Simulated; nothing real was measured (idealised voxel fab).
The name of this process module is voxel lift off.
Xsec cut, 285 nm wide, square cell size 5 nm.
When this document writes out a cross-section, it uses a grid of square cells and lists it as bands, beginning at the top and moving down, with a band standing for one or more rows of cells. Each band's line starts with the height of the band's top and of its bottom, in nm. Then come its materials from left to right, each with its width in nm. One material with "throughout" fills the band from edge to edge. "blank" is empty space. The level at which height equals 0 is the one under which the wafer, as it arrives, is entirely one material. No lower edge exists for the bottom band, which continues downward and is notated as in "from 0 down". You'd read "30..40" like this: the band's top row of cells is as wide as the first number, its bottom row is as wide as the second, and going down, every row changes width by the same amount as the row before did. "identical to before", as given for a step, is the statement that not any cell of the cross-section underwent a change during that step. In the "Closed empty spaces" entry, you get each enclosed empty space of 8 cells or more, one with no open way to the top, written width x height at distance, distance from the left edge, in nm. Whatever follows a step's settings on its line is a remark the simulator itself makes about that step. The setting "overlay nm" may be written on the line of a step. When the step uses a mask, the value reports how far to the right of the planned place the mask lay, and a negative value reports that it lay to the left.

### Intended process steps
1: RECEIVE | material Si
2: CONFORMAL_DEP | material Al2O3 | thk nm 15
3: PATTERN | tone open | mask id LINES | material resist | width nm 25 | pitch nm 40 | thk nm 20 | overlay nm 0
4: DIRECTIONAL_DEP | material Ru | thk nm 5
5: STRIP | etch materials resist
6: CONFORMAL_DEP | material SiO2 | thk nm 5
The value of thk nm given for step 6 in the plan refers to the first wafer; the wafers vary in this setting and are alike at the start.

### Cross-section of the first of several received wafers, showing its state after step 1
* from 0 down = Si throughout
* Closed empty spaces: none

### First wafer of several, cross-section, module end, after step 6 (last)
* from 25 to 20 = blank 105 nm, then SiO2 35 nm, then blank 5 nm, then SiO2 35 nm, then blank 105 nm
* from 20 to 15 = SiO2 110 nm, then Ru 25 nm, then SiO2 15 nm, then Ru 25 nm, then SiO2 110 nm
* from 15 to 0 = Al2O3 throughout
* from 0 down = Si throughout
* Closed empty spaces: none

### Here we cross-sectioned the last of the wafers once the module was done
* from 45 to 40 = blank 85 nm, then SiO2 115 nm, then blank 85 nm
* from 40 to 20 = SiO2 throughout
* from 20 to 15 = SiO2 110 nm, then Ru 25 nm, then SiO2 15 nm, then Ru 25 nm, then SiO2 110 nm
* from 15 to 0 = Al2O3 throughout
* from 0 down = Si throughout
* Closed empty spaces: none

### Tabulated below, wafer by wafer, are the end-of-module results: for each material, the number of cells gained (+) or lost (-) relative to the as-received state, followed by the closed voids
thk nm 5 | +171 Al2O3 | +10 Ru | +61 SiO2 | Closed empty spaces: none
thk nm 10 | +171 Al2O3 | +10 Ru | +121 SiO2 | Closed empty spaces: none
thk nm 15 | +171 Al2O3 | +10 Ru | +180 SiO2 | Closed empty spaces: none
thk nm 20 | +171 Al2O3 | +10 Ru | +239 SiO2 | Closed empty spaces: none
thk nm 25 | +171 Al2O3 | +10 Ru | +298 SiO2 | Closed empty spaces: none
